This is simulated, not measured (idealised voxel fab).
Process module heading - voxel self aligned contacts
The cross-section on display is named cut; it measures 165 nm wide, and its cells are 5 nm squares.
Cross-section layout: square cells on a grid; listed as bands, top to bottom; a band spans one or more cell rows.
Look at the band entry: it leads with the top's height and the bottom's height in nm. Then it lists the materials left to right, with a width in nm for each. The word "all across" on a single material says that material fills the band edge to edge. The word "blank" is empty space.
We count height from 0. Below that, the starting wafer is all one material. The lowest band never ends at the bottom but goes on down; see "from 0 down" for how that is written.
The two numbers in a width such as "30 to 40" mark its ends across the band: the first belongs to the top row of cells, the second to the bottom row, and from each row to the next the width moves by the same amount.
What does "stayed the same" mean for a step? It means no cell of the cross-section changed in that step.
The label "Voids, fully enclosed" introduces a list of the empty spaces, 8 cells or larger, that have no open way up to the top; each entry in it reads width x height at distance, where the distance is taken from the left edge and all three are stated in nm.
Note: text after step settings on the step line = simulator remark on that step.
The optional step-line setting "overlay nm" applies to steps with a mask and quantifies how far to the right of its planned location the mask lay, a negative value indicating leftward placement.

LIST OF PLANNED PROCESS STEPS
1. RECEIVE: material Si
2. CONFORMAL_DEP: material SiO2, thk nm 5
3. DIRECTIONAL_DEP: material polySi, thk nm 30
4. DIRECTIONAL_DEP: material SiN, thk nm 15
5. MASKED_ETCH: tone cover, mask id GATE, width nm 35, pitch nm 70, etch materials SiN, depth nm 15, overlay nm 0
6. MASKED_ETCH: tone cover, mask id GATE, width nm 35, pitch nm 70, etch materials polySi, depth nm 30, overlay nm 0
7. CONFORMAL_DEP: material SiN, thk nm 5
8. DIRECTIONAL_ETCH: etch materials SiN, depth nm 5
9. FILL_DEP: material SiO2, thk nm 15
10. CMP: height nm 55
11. MASKED_ETCH: tone open, mask id CONTACT, width nm 45, etch materials SiO2, depth nm 55, overlay nm 0
12. CONFORMAL_DEP: material TiN, thk nm 5
13. FILL_DEP: material Ru, thk nm 10
14. CMP: height nm 55
15. CONFORMAL_DEP: material SiCN, thk nm 5

WAFER CROSS-SECTION ON RECEIPT, I.E. AFTER STEP 1
    from 0 down = Si all across
    Voids, fully enclosed: none

CROSS-SECTION AT MODULE END, ONE RUN ERROR; START AND PLAN UNCHANGED FROM ABOVE
    from 60 to 55 = SiCN all across
    from 55 to 50 = 60 nm SiO2  15 nm TiN  15 nm Ru  15 nm TiN  60 nm SiO2
    from 50 to 25 = 25 nm SiO2  5 nm SiN  35 nm polySi  5 nm SiN  5 nm TiN  15 nm Ru  5 nm TiN  5 nm SiN  35 nm polySi  5 nm SiN  25 nm SiO2
    from 25 to 20 = 25 nm SiO2  5 nm SiN  35 nm polySi  5 nm SiN  25 nm TiN  5 nm SiN  35 nm polySi  5 nm SiN  25 nm SiO2
    from 20 to 5 = SiN all across
    from 5 to 0 = SiO2 all across
    from 0 down = Si all across
    Voids, fully enclosed: none
Misprocessing identified: contrary to the plan, steps 3 and 4 were processed in exchanged order
